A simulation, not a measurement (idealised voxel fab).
process module | voxel self aligned vias
cross-section cut | 225 nm wide | cells 5 nm
A cross-section is a grid of square cells, given in bands from the top down. A band is one or more rows of cells.
Each band's line starts with the height of the band's top and of its bottom, in nm. Then come its materials from left to right, each with its width in nm. One material with "throughout" fills the band from edge to edge. "air" is empty space.
Height 0 is the level under which the wafer as received is all one material. The lowest band goes on downwards, as in "0 down".
A width such as "30 to 40" changes by the same amount from each row of cells to the next, from the band's top row to its bottom row.
"no change" after a step means that no cell of the cross-section changed.
closed voids: empty space of 8 cells or more with no open way to the top, each as width x height at its distance from the left edge, in nm
after a step's settings: what the simulator itself notes on the step
overlay nm, on a step with a mask: how far to the right of its planned place the mask lay; to the left if negative
plan
1 op RECEIVE | material Si
2 op CONFORMAL_DEP | material SiO2 | thk nm 10
3 op CONFORMAL_DEP | material SiCN | thk nm 5
4 op DIRECTIONAL_DEP | material SiO2 | thk nm 20
5 op PATTERN | tone open | mask id LINES | material resist | width nm 25 | pitch nm 60 | thk nm 15 | overlay nm 0
6 op DIRECTIONAL_ETCH | etch materials SiO2 | depth nm 20
7 op STRIP | etch materials resist
8 op CONFORMAL_DEP | material TiN | thk nm 5
9 op FILL_DEP | material Ru | thk nm 5
10 op CMP | height nm 35
11 op SELECTIVE_ETCH | etch materials W Ru TiN | depth nm 10
12 op FILL_DEP | material SiN | thk nm 5
13 op CMP | height nm 35
14 op DIRECTIONAL_DEP | material SiO2 | thk nm 15
15 op MASKED_ETCH | tone open | mask id VIAS | width nm 45 | pitch nm 120 | etch materials SiO2 | depth nm 15 | overlay nm 0
16 op MASKED_ETCH | tone open | mask id VIAS | width nm 45 | pitch nm 120 | etch materials SiN | depth nm 10 | overlay nm 0
17 op CONFORMAL_DEP | material TiN | thk nm 5
18 op FILL_DEP | material Cu | thk nm 5
19 op CMP | height nm 50
20 op CONFORMAL_DEP | material SiN | thk nm 5
as received, after step 1
  0 down: Si throughout
  closed voids: none
a wafer at the end: this start, this plan, one mistake
  55 to 50: SiN throughout
  50 to 40: SiO2 30 | TiN 5 | Cu 35 | TiN 5 | SiO2 75 | TiN 5 | Cu 35 | TiN 5 | SiO2 30
  40 to 35: SiO2 30 | TiN 45 | SiO2 75 | TiN 45 | SiO2 30
  35 to 25: SiN 30 | TiN 10 | SiO2 25 | TiN 10 | SiN 25 | SiO2 25 | SiN 25 | TiN 10 | SiO2 25 | TiN 10 | SiN 30
  25 to 20: Ru 35 | TiN 5 | SiO2 25 | TiN 5 | Ru 25 | TiN 5 | SiO2 25 | TiN 5 | Ru 25 | TiN 5 | SiO2 25 | TiN 5 | Ru 35
  20 to 15: TiN 40 | SiO2 25 | TiN 35 | SiO2 25 | TiN 35 | SiO2 25 | TiN 40
  15 to 10: SiCN throughout
  10 to 0: SiO2 throughout
  0 down: Si throughout
  closed voids: none
what went wrong: step 5 ran as: op PATTERN | tone cover | mask id LINES | material resist | width nm 25 | pitch nm 60 | thk nm 15 | overlay nm 0
